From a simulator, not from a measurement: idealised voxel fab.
process module | voxel wiring stack
cross-section cut | 210 nm wide | cells 5 nm
A cross-section is a grid of square cells, given in bands from the top down. A band is one or more rows of cells.
Each band's line starts with the height of the band's top and of its bottom, in nm. Then come its materials from left to right, each with its width in nm. One material with "throughout" fills the band from edge to edge. "air" is empty space.
Height 0 is the level under which the wafer as received is all one material. The lowest band goes on downwards, as in "0 down".
A width such as "30 to 40" changes by the same amount from each row of cells to the next, from the band's top row to its bottom row.
"no change" after a step means that no cell of the cross-section changed.
closed voids: empty space of 8 cells or more with no open way to the top, each as width x height at its distance from the left edge, in nm
after a step's settings: what the simulator itself notes on the step
overlay nm, on a step with a mask: how far to the right of its planned place the mask lay; to the left if negative
Each pair below shows a cross-section before one step and the cross-section after it, down to the lowest band that changed. The line under each pair gives the step between them, with its settings. The pairs can come from different runs of this module on the same starting wafer, so a pair continues from the pair above only where its "before" says so.
before
  100 to 75: resist 65 | air 15 | resist 35 | air 15 | resist 80
  75 to 65: aC throughout
  65 to 40: lowk throughout
  40 to 35: SiCN throughout
  35 to 25: SiO2 65 | TiN 5 | Cu 15 | TiN 5 | SiO2 25 | TiN 5 | Cu 15 | TiN 5 | SiO2 70
  25 to 20: SiO2 65 | TiN 25 | SiO2 25 | TiN 25 | SiO2 70
  20 to 5: SiO2 throughout
  5 to 0: SiN throughout
  0 down: Si throughout
  closed voids: none
after
  90 to 75: resist 65 | air 15 | resist 35 | air 15 | resist 80
  75 to 65: aC 65 | air 15 | aC 35 | air 15 | aC 80
  below 65: unchanged
  closed voids: none
the step between: op DIRECTIONAL_ETCH | etch materials aC | depth nm 10
before: the cross-section after the pair above
after
  75 to 65: aC 65 | air 15 | aC 35 | air 15 | aC 80
  below 65: unchanged
  closed voids: none
the step between: op STRIP | etch materials resist
before: the cross-section after the pair above
after
  75 to 65: aC 65 | air 15 | aC 35 | air 15 | aC 80
  65 to 40: lowk 65 | air 15 | lowk 35 | air 15 | lowk 80
  below 40: unchanged
  closed voids: none
the step between: op DIRECTIONAL_ETCH | etch materials lowk | depth nm 25
before: the cross-section after the pair above
after
  65 to 40: lowk 65 | air 15 | lowk 35 | air 15 | lowk 80
  below 40: unchanged
  closed voids: none
the step between: op STRIP | etch materials aC
before: the cross-section after the pair above
after
  85 to 65: resist 65 | air 25 | resist 25 | air 25 | resist 70
  below 65: unchanged
  closed voids: none
the step between: op PATTERN | tone open | mask id METAL_2 | material resist | width nm 25 | pitch nm 50 | thk nm 20 | overlay nm 0
before: the cross-section after the pair above
after
  85 to 65: resist 65 | air 25 | resist 25 | air 25 | resist 70
  65 to 50: lowk 65 | air 25 | lowk 25 | air 25 | lowk 70
  below 50: unchanged
  closed voids: none
the step between: op DIRECTIONAL_ETCH | etch materials lowk | depth nm 15
before: the cross-section after the pair above
after
  85 to 65: resist 65 | air 25 | resist 25 | air 25 | resist 70
  65 to 50: lowk 65 | air 25 | lowk 25 | air 25 | lowk 70
  50 to 40: lowk 65 | air 15 | lowk 35 | air 15 | lowk 80
  40 to 35: SiCN 65 | air 15 | SiCN 35 | air 15 | SiCN 80
  below 35: unchanged
  closed voids: none
the step between: op DIRECTIONAL_ETCH | etch materials SiCN | depth nm 5
before: the cross-section after the pair above
after
  65 to 50: lowk 65 | air 25 | lowk 25 | air 25 | lowk 70
  below 50: unchanged
  closed voids: none
the step between: op STRIP | etch materials resist
before: the cross-section after the pair above
after
  70 to 65: TiN 70 | air 15 | TiN 35 | air 15 | TiN 75
  65 to 55: lowk 65 | TiN 5 | air 15 | TiN 5 | lowk 25 | TiN 5 | air 15 | TiN 5 | lowk 70
  55 to 50: lowk 65 | TiN 5 | air 5 | TiN 15 | lowk 25 | TiN 5 | air 5 | TiN 15 | lowk 70
  50 to 40: lowk 65 | TiN 5 | air 5 | TiN 5 | lowk 35 | TiN 5 | air 5 | TiN 5 | lowk 80
  40 to 35: SiCN 65 | TiN 15 | SiCN 35 | TiN 15 | SiCN 80
  below 35: unchanged
  closed voids: none
the step between: op CONFORMAL_DEP | material TiN | thk nm 5
before: the cross-section after the pair above
after
  75 to 70: Cu throughout
  70 to 65: TiN 70 | Cu 15 | TiN 35 | Cu 15 | TiN 75
  65 to 55: lowk 65 | TiN 5 | Cu 15 | TiN 5 | lowk 25 | TiN 5 | Cu 15 | TiN 5 | lowk 70
  55 to 50: lowk 65 | TiN 5 | Cu 5 | TiN 15 | lowk 25 | TiN 5 | Cu 5 | TiN 15 | lowk 70
  50 to 40: lowk 65 | TiN 5 | Cu 5 | TiN 5 | lowk 35 | TiN 5 | Cu 5 | TiN 5 | lowk 80
  below 40: unchanged
  closed voids: none
the step between: op FILL_DEP | material Cu | thk nm 5
before: the cross-section after the pair above
after
  65 to 55: lowk 65 | TiN 5 | Cu 15 | TiN 5 | lowk 25 | TiN 5 | Cu 15 | TiN 5 | lowk 70
  below 55: unchanged
  closed voids: none
the step between: op CMP | height nm 65
before: the cross-section after the pair above
after
  70 to 65: SiCN throughout
  below 65: unchanged
  closed voids: none
the step between: op CONFORMAL_DEP | material SiCN | thk nm 5
before: the cross-section after the pair above
after
  100 to 70: lowk throughout
  below 70: unchanged
  closed voids: none
the step between: op DIRECTIONAL_DEP | material lowk | thk nm 30
before: the cross-section after the pair above
after
  100 to 85: lowk 65 | air 25 | lowk 25 | air 25 | lowk 70
  below 85: unchanged
  closed voids: none
the step between: op MASKED_ETCH | tone open | mask id METAL_3 | width nm 25 | pitch nm 50 | etch materials lowk | depth nm 15 | overlay nm 0
before: the cross-section after the pair above
after
  115 to 100: aC 65 | air 25 | aC 25 | air 25 | aC 70
  100 to 85: lowk 65 | aC 25 | lowk 25 | aC 25 | lowk 70
  below 85: unchanged
  closed voids: none
the step between: op DIRECTIONAL_DEP | material aC | thk nm 15
before: the cross-section after the pair above
after
  145 to 115: resist 65 | air 15 | resist 35 | air 15 | resist 80
  115 to 100: aC 65 | air 15 | resist 10 | aC 25 | air 15 | resist 10 | aC 70
  below 100: unchanged
  closed voids: none
the step between: op PATTERN | tone open | mask id METAL_3_HOLES | material resist | width nm 15 | pitch nm 50 | thk nm 30 | overlay nm 0
before: the cross-section after the pair above
after
  130 to 115: resist 65 | air 15 | resist 35 | air 15 | resist 80
  115 to 100: aC 65 | air 15 | resist 10 | aC 25 | air 15 | resist 10 | aC 70
  100 to 85: lowk 65 | air 15 | aC 10 | lowk 25 | air 15 | aC 10 | lowk 70
  below 85: unchanged
  closed voids: none
the step between: op DIRECTIONAL_ETCH | etch materials aC | depth nm 15
before: the cross-section after the pair above
after
  115 to 100: aC 65 | air 25 | aC 25 | air 25 | aC 70
  below 100: unchanged
  closed voids: none
the step between: op STRIP | etch materials resist
before: the cross-section after the pair above
after
  115 to 100: aC 65 | air 25 | aC 25 | air 25 | aC 70
  100 to 85: lowk 65 | air 15 | aC 10 | lowk 25 | air 15 | aC 10 | lowk 70
  85 to 70: lowk 65 | air 15 | lowk 35 | air 15 | lowk 80
  below 70: unchanged
  closed voids: none
the step between: op DIRECTIONAL_ETCH | etch materials lowk | depth nm 15
before: the cross-section after the pair above
after
  115 to 100: aC 65 | air 25 | aC 25 | air 25 | aC 70
  100 to 85: lowk 65 | air 15 | aC 10 | lowk 25 | air 15 | aC 10 | lowk 70
  85 to 70: lowk 65 | air 15 | lowk 35 | air 15 | lowk 80
  70 to 65: SiCN 65 | air 15 | SiCN 35 | air 15 | SiCN 80
  below 65: unchanged
  closed voids: none
the step between: op DIRECTIONAL_ETCH | etch materials SiCN | depth nm 5
before: the cross-section after the pair above
after
  100 to 85: lowk 65 | air 25 | lowk 25 | air 25 | lowk 70
  below 85: unchanged
  closed voids: none
the step between: op STRIP | etch materials aC
before: the cross-section after the pair above
after
  105 to 100: TiN 70 | air 15 | TiN 35 | air 15 | TiN 75
  100 to 90: lowk 65 | TiN 5 | air 15 | TiN 5 | lowk 25 | TiN 5 | air 15 | TiN 5 | lowk 70
  90 to 85: lowk 65 | TiN 5 | air 5 | TiN 15 | lowk 25 | TiN 5 | air 5 | TiN 15 | lowk 70
  85 to 70: lowk 65 | TiN 5 | air 5 | TiN 5 | lowk 35 | TiN 5 | air 5 | TiN 5 | lowk 80
  70 to 65: SiCN 65 | TiN 15 | SiCN 35 | TiN 15 | SiCN 80
  below 65: unchanged
  closed voids: none
the step between: op CONFORMAL_DEP | material TiN | thk nm 5
before: the cross-section after the pair above
after
  115 to 105: Cu throughout
  105 to 100: TiN 70 | Cu 15 | TiN 35 | Cu 15 | TiN 75
  100 to 90: lowk 65 | TiN 5 | Cu 15 | TiN 5 | lowk 25 | TiN 5 | Cu 15 | TiN 5 | lowk 70
  90 to 85: lowk 65 | TiN 5 | Cu 5 | TiN 15 | lowk 25 | TiN 5 | Cu 5 | TiN 15 | lowk 70
  85 to 70: lowk 65 | TiN 5 | Cu 5 | TiN 5 | lowk 35 | TiN 5 | Cu 5 | TiN 5 | lowk 80
  below 70: unchanged
  closed voids: none
the step between: op FILL_DEP | material Cu | thk nm 10
before: the cross-section after the pair above
after
  100 to 90: lowk 65 | TiN 5 | Cu 15 | TiN 5 | lowk 25 | TiN 5 | Cu 15 | TiN 5 | lowk 70
  below 90: unchanged
  closed voids: none
the step between: op CMP | height nm 100
before: the cross-section after the pair above
after
  105 to 100: SiN throughout
  below 100: unchanged
  closed voids: none
the step between: op CONFORMAL_DEP | material SiN | thk nm 5
before
  40 to 35: SiCN throughout
  35 to 20: SiO2 65 | TiN 5 | Cu 15 | TiN 5 | SiO2 25 | TiN 5 | Cu 15 | TiN 5 | SiO2 70
  20 to 15: SiN 65 | TiN 25 | SiN 25 | TiN 25 | SiN 70
  15 to 0: SiO2 throughout
  0 down: Si throughout
  closed voids: none
after
  60 to 40: lowk throughout
  below 40: unchanged
  closed voids: none
the step between: op DIRECTIONAL_DEP | material lowk | thk nm 20
before: the cross-section after the pair above
after
  70 to 60: aC throughout
  below 60: unchanged
  closed voids: none
the step between: op DIRECTIONAL_DEP | material aC | thk nm 10
before: the cross-section after the pair above
after
  95 to 70: resist 65 | air 15 | resist 35 | air 15 | resist 80
  below 70: unchanged
  closed voids: none
the step between: op PATTERN | tone open | mask id METAL_2_HOLES | material resist | width nm 15 | pitch nm 50 | thk nm 25 | overlay nm 0
before: the cross-section after the pair above
after
  85 to 70: resist 65 | air 15 | resist 35 | air 15 | resist 80
  70 to 60: aC 65 | air 15 | aC 35 | air 15 | aC 80
  below 60: unchanged
  closed voids: none
the step between: op DIRECTIONAL_ETCH | etch materials aC | depth nm 10
before: the cross-section after the pair above
after
  70 to 60: aC 65 | air 15 | aC 35 | air 15 | aC 80
  below 60: unchanged
  closed voids: none
the step between: op STRIP | etch materials resist
before: the cross-section after the pair above
after
  70 to 60: aC 65 | air 15 | aC 35 | air 15 | aC 80
  60 to 40: lowk 65 | air 15 | lowk 35 | air 15 | lowk 80
  below 40: unchanged
  closed voids: none
the step between: op DIRECTIONAL_ETCH | etch materials lowk | depth nm 25
before: the cross-section after the pair above
after
  60 to 40: lowk 65 | air 15 | lowk 35 | air 15 | lowk 80
  below 40: unchanged
  closed voids: none
the step between: op STRIP | etch materials aC
before: the cross-section after the pair above
after
  80 to 60: resist 65 | air 25 | resist 25 | air 25 | resist 70
  below 60: unchanged
  closed voids: none
the step between: op PATTERN | tone open | mask id METAL_2 | material resist | width nm 25 | pitch nm 50 | thk nm 20 | overlay nm 0
before: the cross-section after the pair above
after
  80 to 60: resist 65 | air 25 | resist 25 | air 25 | resist 70
  60 to 45: lowk 65 | air 25 | lowk 25 | air 25 | lowk 70
  below 45: unchanged
  closed voids: none
the step between: op DIRECTIONAL_ETCH | etch materials lowk | depth nm 15
before: the cross-section after the pair above
after
  80 to 60: resist 65 | air 25 | resist 25 | air 25 | resist 70
  60 to 45: lowk 65 | air 25 | lowk 25 | air 25 | lowk 70
  45 to 40: lowk 65 | air 15 | lowk 35 | air 15 | lowk 80
  40 to 35: SiCN 65 | air 15 | SiCN 35 | air 15 | SiCN 80
  below 35: unchanged
  closed voids: none
the step between: op DIRECTIONAL_ETCH | etch materials SiCN | depth nm 5
before: the cross-section after the pair above
after
  60 to 45: lowk 65 | air 25 | lowk 25 | air 25 | lowk 70
  below 45: unchanged
  closed voids: none
the step between: op STRIP | etch materials resist
before: the cross-section after the pair above
after
  65 to 60: TiN 70 | air 15 | TiN 35 | air 15 | TiN 75
  60 to 50: lowk 65 | TiN 5 | air 15 | TiN 5 | lowk 25 | TiN 5 | air 15 | TiN 5 | lowk 70
  50 to 40: lowk 65 | TiN 5 | air 5 | TiN 15 to 5 | lowk 25 to 35 | TiN 5 | air 5 | TiN 15 to 5 | lowk 70 to 80
  40 to 35: SiCN 65 | TiN 15 | SiCN 35 | TiN 15 | SiCN 80
  below 35: unchanged
  closed voids: none
the step between: op CONFORMAL_DEP | material TiN | thk nm 5
before: the cross-section after the pair above
after
  70 to 65: Cu throughout
  65 to 60: TiN 70 | Cu 15 | TiN 35 | Cu 15 | TiN 75
  60 to 50: lowk 65 | TiN 5 | Cu 15 | TiN 5 | lowk 25 | TiN 5 | Cu 15 | TiN 5 | lowk 70
  50 to 40: lowk 65 | TiN 5 | Cu 5 | TiN 15 to 5 | lowk 25 to 35 | TiN 5 | Cu 5 | TiN 15 to 5 | lowk 70 to 80
  below 40: unchanged
  closed voids: none
the step between: op FILL_DEP | material Cu | thk nm 5
before: the cross-section after the pair above
after
  65 to 60: TiN 70 | Cu 15 | TiN 35 | Cu 15 | TiN 75
  below 60: unchanged
  closed voids: none
the step between: op CMP | height nm 65
before: the cross-section after the pair above
after
  70 to 65: SiCN throughout
  below 65: unchanged
  closed voids: none
the step between: op CONFORMAL_DEP | material SiCN | thk nm 5
before: the cross-section after the pair above
after
  100 to 70: lowk throughout
  below 70: unchanged
  closed voids: none
the step between: op DIRECTIONAL_DEP | material lowk | thk nm 30
before: the cross-section after the pair above
after
  100 to 85: lowk 65 | air 25 | lowk 25 | air 25 | lowk 70
  below 85: unchanged
  closed voids: none
the step between: op MASKED_ETCH | tone open | mask id METAL_3 | width nm 25 | pitch nm 50 | etch materials lowk | depth nm 15 | overlay nm 0
before: the cross-section after the pair above
after
  115 to 100: aC 65 | air 25 | aC 25 | air 25 | aC 70
  100 to 85: lowk 65 | aC 25 | lowk 25 | aC 25 | lowk 70
  below 85: unchanged
  closed voids: none
the step between: op DIRECTIONAL_DEP | material aC | thk nm 15
before: the cross-section after the pair above
after
  145 to 115: resist 65 | air 15 | resist 35 | air 15 | resist 80
  115 to 100: aC 65 | air 15 | resist 10 | aC 25 | air 15 | resist 10 | aC 70
  below 100: unchanged
  closed voids: none
the step between: op PATTERN | tone open | mask id METAL_3_HOLES | material resist | width nm 15 | pitch nm 50 | thk nm 30 | overlay nm 0
before: the cross-section after the pair above
after
  130 to 115: resist 65 | air 15 | resist 35 | air 15 | resist 80
  115 to 100: aC 65 | air 15 | resist 10 | aC 25 | air 15 | resist 10 | aC 70
  100 to 85: lowk 65 | air 15 | aC 10 | lowk 25 | air 15 | aC 10 | lowk 70
  below 85: unchanged
  closed voids: none
the step between: op DIRECTIONAL_ETCH | etch materials aC | depth nm 15
before: the cross-section after the pair above
after
  115 to 100: aC 65 | air 25 | aC 25 | air 25 | aC 70
  below 100: unchanged
  closed voids: none
the step between: op STRIP | etch materials resist
before: the cross-section after the pair above
after
  115 to 100: aC 65 | air 25 | aC 25 | air 25 | aC 70
  100 to 85: lowk 65 | air 15 | aC 10 | lowk 25 | air 15 | aC 10 | lowk 70
  85 to 70: lowk 65 | air 15 | lowk 35 | air 15 | lowk 80
  below 70: unchanged
  closed voids: none
the step between: op DIRECTIONAL_ETCH | etch materials lowk | depth nm 15
before: the cross-section after the pair above
after
  115 to 100: aC 65 | air 25 | aC 25 | air 25 | aC 70
  100 to 85: lowk 65 | air 15 | aC 10 | lowk 25 | air 15 | aC 10 | lowk 70
  85 to 70: lowk 65 | air 15 | lowk 35 | air 15 | lowk 80
  70 to 65: SiCN 65 | air 15 | SiCN 35 | air 15 | SiCN 80
  below 65: unchanged
  closed voids: none
the step between: op DIRECTIONAL_ETCH | etch materials SiCN | depth nm 5
before: the cross-section after the pair above
after
  100 to 85: lowk 65 | air 25 | lowk 25 | air 25 | lowk 70
  below 85: unchanged
  closed voids: none
the step between: op STRIP | etch materials aC
before: the cross-section after the pair above
after
  105 to 100: TiN 70 | air 15 | TiN 35 | air 15 | TiN 75
  100 to 90: lowk 65 | TiN 5 | air 15 | TiN 5 | lowk 25 | TiN 5 | air 15 | TiN 5 | lowk 70
  90 to 85: lowk 65 | TiN 5 | air 5 | TiN 15 | lowk 25 | TiN 5 | air 5 | TiN 15 | lowk 70
  85 to 70: lowk 65 | TiN 5 | air 5 | TiN 5 | lowk 35 | TiN 5 | air 5 | TiN 5 | lowk 80
  70 to 65: SiCN 65 | TiN 15 | SiCN 35 | TiN 15 | SiCN 80
  below 65: unchanged
  closed voids: none
the step between: op CONFORMAL_DEP | material TiN | thk nm 5
before: the cross-section after the pair above
after
  115 to 105: Cu throughout
  105 to 100: TiN 70 | Cu 15 | TiN 35 | Cu 15 | TiN 75
  100 to 90: lowk 65 | TiN 5 | Cu 15 | TiN 5 | lowk 25 | TiN 5 | Cu 15 | TiN 5 | lowk 70
  90 to 85: lowk 65 | TiN 5 | Cu 5 | TiN 15 | lowk 25 | TiN 5 | Cu 5 | TiN 15 | lowk 70
  85 to 70: lowk 65 | TiN 5 | Cu 5 | TiN 5 | lowk 35 | TiN 5 | Cu 5 | TiN 5 | lowk 80
  below 70: unchanged
  closed voids: none
the step between: op FILL_DEP | material Cu | thk nm 10
before: the cross-section after the pair above
after
  100 to 90: lowk 65 | TiN 5 | Cu 15 | TiN 5 | lowk 25 | TiN 5 | Cu 15 | TiN 5 | lowk 70
  below 90: unchanged
  closed voids: none
the step between: op CMP | height nm 100
before: the cross-section after the pair above
after
  105 to 100: SiN throughout
  below 100: unchanged
  closed voids: none
the step between: op CONFORMAL_DEP | material SiN | thk nm 5
before
  65 to 40: lowk 65 | air 15 | lowk 35 | air 15 | lowk 80
  40 to 35: SiCN throughout
  35 to 20: SiO2 65 | TiN 5 | Cu 15 | TiN 5 | SiO2 25 | TiN 5 | Cu 15 | TiN 5 | SiO2 70
  20 to 15: SiN 65 | TiN 25 | SiN 25 | TiN 25 | SiN 70
  15 to 0: SiO2 throughout
  0 down: Si throughout
  closed voids: none
after
  85 to 65: resist 70 | air 15 | resist 35 | air 15 | resist 75
  65 to 40: lowk 65 | resist 5 | air 10 | lowk 35 | resist 5 | air 10 | lowk 80
  below 40: unchanged
  closed voids: none
the step between: op PATTERN | tone open | mask id METAL_2 | material resist | width nm 15 | pitch nm 50 | thk nm 20 | overlay nm 0
before: the cross-section after the pair above
after
  85 to 65: resist 70 | air 15 | resist 35 | air 15 | resist 75
  65 to 50: lowk 65 | resist 5 | air 15 | lowk 30 | resist 5 | air 15 | lowk 75
  below 50: unchanged
  closed voids: none
the step between: op DIRECTIONAL_ETCH | etch materials lowk | depth nm 15
before: the cross-section after the pair above
after
  85 to 65: resist 70 | air 15 | resist 35 | air 15 | resist 75
  65 to 50: lowk 65 | resist 5 | air 15 | lowk 30 | resist 5 | air 15 | lowk 75
  50 to 40: lowk 65 | resist 5 | air 10 | lowk 35 | resist 5 | air 10 | lowk 80
  40 to 35: SiCN 70 | air 10 | SiCN 40 | air 10 | SiCN 80
  below 35: unchanged
  closed voids: none
the step between: op DIRECTIONAL_ETCH | etch materials SiCN | depth nm 5
before: the cross-section after the pair above
after
  65 to 50: lowk 65 | air 20 | lowk 30 | air 20 | lowk 75
  50 to 40: lowk 65 | air 15 | lowk 35 | air 15 | lowk 80
  below 40: unchanged
  closed voids: none
the step between: op STRIP | etch materials resist
before: the cross-section after the pair above
after
  70 to 65: TiN 70 | air 10 | TiN 40 | air 10 | TiN 80
  65 to 55: lowk 65 | TiN 5 | air 10 | TiN 5 | lowk 30 | TiN 5 | air 10 | TiN 5 | lowk 75
  55 to 45: lowk 65 | TiN 5 | air 5 | TiN 10 to 5 | lowk 30 to 35 | TiN 5 | air 5 | TiN 10 to 5 | lowk 75 to 80
  45 to 40: lowk 65 | TiN 15 | lowk 35 | TiN 15 | lowk 80
  40 to 35: SiCN 70 | TiN 10 | SiCN 40 | TiN 10 | SiCN 80
  below 35: unchanged
  closed voids: none
the step between: op CONFORMAL_DEP | material TiN | thk nm 5
before: the cross-section after the pair above
after
  75 to 70: Cu throughout
  70 to 65: TiN 70 | Cu 10 | TiN 40 | Cu 10 | TiN 80
  65 to 55: lowk 65 | TiN 5 | Cu 10 | TiN 5 | lowk 30 | TiN 5 | Cu 10 | TiN 5 | lowk 75
  55 to 45: lowk 65 | TiN 5 | Cu 5 | TiN 10 to 5 | lowk 30 to 35 | TiN 5 | Cu 5 | TiN 10 to 5 | lowk 75 to 80
  below 45: unchanged
  closed voids: none
the step between: op FILL_DEP | material Cu | thk nm 5
before: the cross-section after the pair above
after
  65 to 55: lowk 65 | TiN 5 | Cu 10 | TiN 5 | lowk 30 | TiN 5 | Cu 10 | TiN 5 | lowk 75
  below 55: unchanged
  closed voids: none
the step between: op CMP | height nm 65
before: the cross-section after the pair above
after
  70 to 65: SiCN throughout
  below 65: unchanged
  closed voids: none
the step between: op CONFORMAL_DEP | material SiCN | thk nm 5
before: the cross-section after the pair above
after
  100 to 70: lowk throughout
  below 70: unchanged
  closed voids: none
the step between: op DIRECTIONAL_DEP | material lowk | thk nm 30
before: the cross-section after the pair above
after
  100 to 85: lowk 65 | air 25 | lowk 25 | air 25 | lowk 70
  below 85: unchanged
  closed voids: none
the step between: op MASKED_ETCH | tone open | mask id METAL_3 | width nm 25 | pitch nm 50 | etch materials lowk | depth nm 15 | overlay nm 0
before: the cross-section after the pair above
after
  115 to 100: aC 65 | air 25 | aC 25 | air 25 | aC 70
  100 to 85: lowk 65 | aC 25 | lowk 25 | aC 25 | lowk 70
  below 85: unchanged
  closed voids: none
the step between: op DIRECTIONAL_DEP | material aC | thk nm 15
before: the cross-section after the pair above
after
  145 to 115: resist 65 | air 15 | resist 35 | air 15 | resist 80
  115 to 100: aC 65 | air 15 | resist 10 | aC 25 | air 15 | resist 10 | aC 70
  below 100: unchanged
  closed voids: none
the step between: op PATTERN | tone open | mask id METAL_3_HOLES | material resist | width nm 15 | pitch nm 50 | thk nm 30 | overlay nm 0
before: the cross-section after the pair above
after
  130 to 115: resist 65 | air 15 | resist 35 | air 15 | resist 80
  115 to 100: aC 65 | air 15 | resist 10 | aC 25 | air 15 | resist 10 | aC 70
  100 to 85: lowk 65 | air 15 | aC 10 | lowk 25 | air 15 | aC 10 | lowk 70
  below 85: unchanged
  closed voids: none
the step between: op DIRECTIONAL_ETCH | etch materials aC | depth nm 15
before: the cross-section after the pair above
after
  115 to 100: aC 65 | air 25 | aC 25 | air 25 | aC 70
  below 100: unchanged
  closed voids: none
the step between: op STRIP | etch materials resist
before: the cross-section after the pair above
after
  115 to 100: aC 65 | air 25 | aC 25 | air 25 | aC 70
  100 to 85: lowk 65 | air 15 | aC 10 | lowk 25 | air 15 | aC 10 | lowk 70
  85 to 70: lowk 65 | air 15 | lowk 35 | air 15 | lowk 80
  below 70: unchanged
  closed voids: none
the step between: op DIRECTIONAL_ETCH | etch materials lowk | depth nm 15
before: the cross-section after the pair above
after
  115 to 100: aC 65 | air 25 | aC 25 | air 25 | aC 70
  100 to 85: lowk 65 | air 15 | aC 10 | lowk 25 | air 15 | aC 10 | lowk 70
  85 to 70: lowk 65 | air 15 | lowk 35 | air 15 | lowk 80
  70 to 65: SiCN 65 | air 15 | SiCN 35 | air 15 | SiCN 80
  below 65: unchanged
  closed voids: none
the step between: op DIRECTIONAL_ETCH | etch materials SiCN | depth nm 5
before: the cross-section after the pair above
after
  100 to 85: lowk 65 | air 25 | lowk 25 | air 25 | lowk 70
  below 85: unchanged
  closed voids: none
the step between: op STRIP | etch materials aC
before: the cross-section after the pair above
after
  105 to 100: TiN 70 | air 15 | TiN 35 | air 15 | TiN 75
  100 to 90: lowk 65 | TiN 5 | air 15 | TiN 5 | lowk 25 | TiN 5 | air 15 | TiN 5 | lowk 70
  90 to 85: lowk 65 | TiN 5 | air 5 | TiN 15 | lowk 25 | TiN 5 | air 5 | TiN 15 | lowk 70
  85 to 70: lowk 65 | TiN 5 | air 5 | TiN 5 | lowk 35 | TiN 5 | air 5 | TiN 5 | lowk 80
  70 to 65: SiCN 65 | TiN 15 | SiCN 35 | TiN 15 | SiCN 80
  below 65: unchanged
  closed voids: none
the step between: op CONFORMAL_DEP | material TiN | thk nm 5
before: the cross-section after the pair above
after
  115 to 105: Cu throughout
  105 to 100: TiN 70 | Cu 15 | TiN 35 | Cu 15 | TiN 75
  100 to 90: lowk 65 | TiN 5 | Cu 15 | TiN 5 | lowk 25 | TiN 5 | Cu 15 | TiN 5 | lowk 70
  90 to 85: lowk 65 | TiN 5 | Cu 5 | TiN 15 | lowk 25 | TiN 5 | Cu 5 | TiN 15 | lowk 70
  85 to 70: lowk 65 | TiN 5 | Cu 5 | TiN 5 | lowk 35 | TiN 5 | Cu 5 | TiN 5 | lowk 80
  below 70: unchanged
  closed voids: none
the step between: op FILL_DEP | material Cu | thk nm 10
before: the cross-section after the pair above
after
  100 to 90: lowk 65 | TiN 5 | Cu 15 | TiN 5 | lowk 25 | TiN 5 | Cu 15 | TiN 5 | lowk 70
  below 90: unchanged
  closed voids: none
the step between: op CMP | height nm 100
before: the cross-section after the pair above
after
  105 to 100: SiN throughout
  below 100: unchanged
  closed voids: none
the step between: op CONFORMAL_DEP | material SiN | thk nm 5
before
  65 to 40: lowk 65 | air 15 | lowk 35 | air 15 | lowk 80
  40 to 35: SiCN throughout
  35 to 20: SiO2 65 | TiN 5 | Cu 15 | TiN 5 | SiO2 25 | TiN 5 | Cu 15 | TiN 5 | SiO2 70
  20 to 15: SiN 65 | TiN 25 | SiN 25 | TiN 25 | SiN 70
  15 to 0: SiO2 throughout
  0 down: Si throughout
  closed voids: none
after
  85 to 65: resist 70 | air 25 | resist 25 | air 25 | resist 65
  65 to 40: lowk 65 | resist 5 | air 10 | lowk 35 | resist 5 | air 10 | lowk 80
  below 40: unchanged
  closed voids: none
the step between: op PATTERN | tone open | mask id METAL_2 | material resist | width nm 25 | pitch nm 50 | thk nm 20 | overlay nm 5
before: the cross-section after the pair above
after
  85 to 65: resist 70 | air 25 | resist 25 | air 25 | resist 65
  65 to 50: lowk 65 | resist 5 | air 25 | lowk 20 | resist 5 | air 25 | lowk 65
  below 50: unchanged
  closed voids: none
the step between: op DIRECTIONAL_ETCH | etch materials lowk | depth nm 15
before: the cross-section after the pair above
after
  85 to 65: resist 70 | air 25 | resist 25 | air 25 | resist 65
  65 to 50: lowk 65 | resist 5 | air 25 | lowk 20 | resist 5 | air 25 | lowk 65
  50 to 40: lowk 65 | resist 5 | air 10 | lowk 35 | resist 5 | air 10 | lowk 80
  40 to 35: SiCN 70 | air 10 | SiCN 40 | air 10 | SiCN 80
  below 35: unchanged
  closed voids: none
the step between: op DIRECTIONAL_ETCH | etch materials SiCN | depth nm 5
before: the cross-section after the pair above
after
  65 to 50: lowk 65 | air 30 | lowk 20 | air 30 | lowk 65
  50 to 40: lowk 65 | air 15 | lowk 35 | air 15 | lowk 80
  below 40: unchanged
  closed voids: none
the step between: op STRIP | etch materials resist
before: the cross-section after the pair above
after
  70 to 65: TiN 70 | air 20 | TiN 30 | air 20 | TiN 70
  65 to 55: lowk 65 | TiN 5 | air 20 | TiN 5 | lowk 20 | TiN 5 | air 20 | TiN 5 | lowk 65
  55 to 45: lowk 65 | TiN 5 | air 5 | TiN 20 to 5 | lowk 20 to 35 | TiN 5 | air 5 | TiN 20 to 5 | lowk 65 to 80
  45 to 40: lowk 65 | TiN 15 | lowk 35 | TiN 15 | lowk 80
  40 to 35: SiCN 70 | TiN 10 | SiCN 40 | TiN 10 | SiCN 80
  below 35: unchanged
  closed voids: none
the step between: op CONFORMAL_DEP | material TiN | thk nm 5
before: the cross-section after the pair above
after
  75 to 70: Cu throughout
  70 to 65: TiN 70 | Cu 20 | TiN 30 | Cu 20 | TiN 70
  65 to 55: lowk 65 | TiN 5 | Cu 20 | TiN 5 | lowk 20 | TiN 5 | Cu 20 | TiN 5 | lowk 65
  55 to 45: lowk 65 | TiN 5 | Cu 5 | TiN 20 to 5 | lowk 20 to 35 | TiN 5 | Cu 5 | TiN 20 to 5 | lowk 65 to 80
  below 45: unchanged
  closed voids: none
the step between: op FILL_DEP | material Cu | thk nm 5
before: the cross-section after the pair above
after
  65 to 55: lowk 65 | TiN 5 | Cu 20 | TiN 5 | lowk 20 | TiN 5 | Cu 20 | TiN 5 | lowk 65
  below 55: unchanged
  closed voids: none
the step between: op CMP | height nm 65
before: the cross-section after the pair above
after
  70 to 65: SiCN throughout
  below 65: unchanged
  closed voids: none
the step between: op CONFORMAL_DEP | material SiCN | thk nm 5
before: the cross-section after the pair above
after
  100 to 70: lowk throughout
  below 70: unchanged
  closed voids: none
the step between: op DIRECTIONAL_DEP | material lowk | thk nm 30
before: the cross-section after the pair above
after
  100 to 85: lowk 65 | air 25 | lowk 25 | air 25 | lowk 70
  below 85: unchanged
  closed voids: none
the step between: op MASKED_ETCH | tone open | mask id METAL_3 | width nm 25 | pitch nm 50 | etch materials lowk | depth nm 15 | overlay nm 0
before: the cross-section after the pair above
after
  115 to 100: aC 65 | air 25 | aC 25 | air 25 | aC 70
  100 to 85: lowk 65 | aC 25 | lowk 25 | aC 25 | lowk 70
  below 85: unchanged
  closed voids: none
the step between: op DIRECTIONAL_DEP | material aC | thk nm 15
before: the cross-section after the pair above
after
  145 to 115: resist 65 | air 15 | resist 35 | air 15 | resist 80
  115 to 100: aC 65 | air 15 | resist 10 | aC 25 | air 15 | resist 10 | aC 70
  below 100: unchanged
  closed voids: none
the step between: op PATTERN | tone open | mask id METAL_3_HOLES | material resist | width nm 15 | pitch nm 50 | thk nm 30 | overlay nm 0
before: the cross-section after the pair above
after
  130 to 115: resist 65 | air 15 | resist 35 | air 15 | resist 80
  115 to 100: aC 65 | air 15 | resist 10 | aC 25 | air 15 | resist 10 | aC 70
  100 to 85: lowk 65 | air 15 | aC 10 | lowk 25 | air 15 | aC 10 | lowk 70
  below 85: unchanged
  closed voids: none
the step between: op DIRECTIONAL_ETCH | etch materials aC | depth nm 15
